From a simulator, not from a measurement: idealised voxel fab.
Module name: voxel self aligned vias (process module)
Square cell edge 5 nm, section width 225 nm, ID cut.
Notation: cross-section as square-cell grid; stated in bands, top first, going down; one or more cell rows per band. The band entry comprises the height of the band's top followed by the height of its bottom, expressed in nm, and subsequently the band's materials from left to right, each stated together with its width in nm. Where a single material is marked with the word "edge to edge", that material fills the band from edge to edge. The word "blank" represents empty space. The reference from which all heights are counted is 0, the level beneath which the as-received wafer is entirely one material; the lowest band, having no lower bound, proceeds downward and is written after the example "0 nm and below". Top row gets the first number, bottom row gets the second, and each row in between changes by the same step: that is how a band width like "30 to 40" works. "no modification" (step): cross-section cells unchanged, all of them. Closed empty spaces (no open way to the top) of 8 cells or more are what "Fully sealed cavities" lists, each as width x height at distance from the left edge, nm for all three. Heads up: the bit after the settings on a step's line is the simulator's remark on that step. The setting "overlay nm" may be written on the line of a step. When the step uses a mask, the value reports how far to the right of the planned place the mask lay, and a negative value reports that it lay to the left.
This section lists the process steps that were planned:
1: RECEIVE | material Si
2: CONFORMAL_DEP | material SiO2 | thk nm 10
3: CONFORMAL_DEP | material SiCN | thk nm 5
4: DIRECTIONAL_DEP | material SiO2 | thk nm 20
5: MASKED_ETCH | tone open | mask id LINES | width nm 30 | pitch nm 70 | etch materials SiO2 | depth nm 20 | overlay nm 0
6: CONFORMAL_DEP | material TiN | thk nm 5
7: FILL_DEP | material W | thk nm 5
8: CMP | height nm 35
9: SELECTIVE_ETCH | etch materials W Ru TiN | depth nm 10
10: FILL_DEP | material SiN | thk nm 5
11: CMP | height nm 35
12: DIRECTIONAL_DEP | material SiO2 | thk nm 20
13: DIRECTIONAL_DEP | material aC | thk nm 10
14: PATTERN | tone open | mask id VIAS | material resist | width nm 40 | pitch nm 140 | thk nm 25 | overlay nm 0
15: DIRECTIONAL_ETCH | etch materials aC | depth nm 10
16: STRIP | etch materials resist
17: DIRECTIONAL_ETCH | etch materials SiO2 | depth nm 20
18: DIRECTIONAL_ETCH | etch materials SiN | depth nm 10
19: STRIP | etch materials aC
20: CONFORMAL_DEP | material TiN | thk nm 5
21: FILL_DEP | material Ru | thk nm 5
22: CMP | height nm 55
23: CONFORMAL_DEP | material SiCN | thk nm 5
Cross-sectional view of the wafer in its as-received condition, corresponding to the state after step 1:
    0 nm and below  Si edge to edge
    Fully sealed cavities: none
Below is the wafer in cross-section after the module was completed. It began from the starting point shown above and followed the plan shown above, except that one mistake was made while running it:
    60 nm to 55 nm  SiCN edge to edge
    55 nm to 40 nm  SiO2 25 nm; Ru 30 nm; SiO2 110 nm; Ru 30 nm; SiO2 30 nm
    40 nm to 35 nm  SiO2 30 nm; Ru 20 nm; SiO2 120 nm; Ru 20 nm; SiO2 35 nm
    35 nm to 30 nm  SiO2 30 nm; Ru 20 nm; SiO2 45 nm; SiN 30 nm; SiO2 45 nm; Ru 20 nm; SiO2 35 nm
    30 nm to 25 nm  SiO2 95 nm; SiN 30 nm; SiO2 100 nm
    25 nm to 20 nm  SiO2 25 nm; TiN 5 nm; W 20 nm; TiN 5 nm; SiO2 40 nm; TiN 5 nm; W 20 nm; TiN 5 nm; SiO2 40 nm; TiN 5 nm; W 20 nm; TiN 5 nm; SiO2 30 nm
    20 nm to 15 nm  SiO2 25 nm; TiN 30 nm; SiO2 40 nm; TiN 30 nm; SiO2 40 nm; TiN 30 nm; SiO2 30 nm
    15 nm to 10 nm  SiCN edge to edge
    10 nm to 0 nm  SiO2 edge to edge
    0 nm and below  Si edge to edge
    Fully sealed cavities: none
Run error: step 20 ran with different settings than intended, the actual operation and settings being CONFORMAL_DEP | material SiO2 | thk nm 5
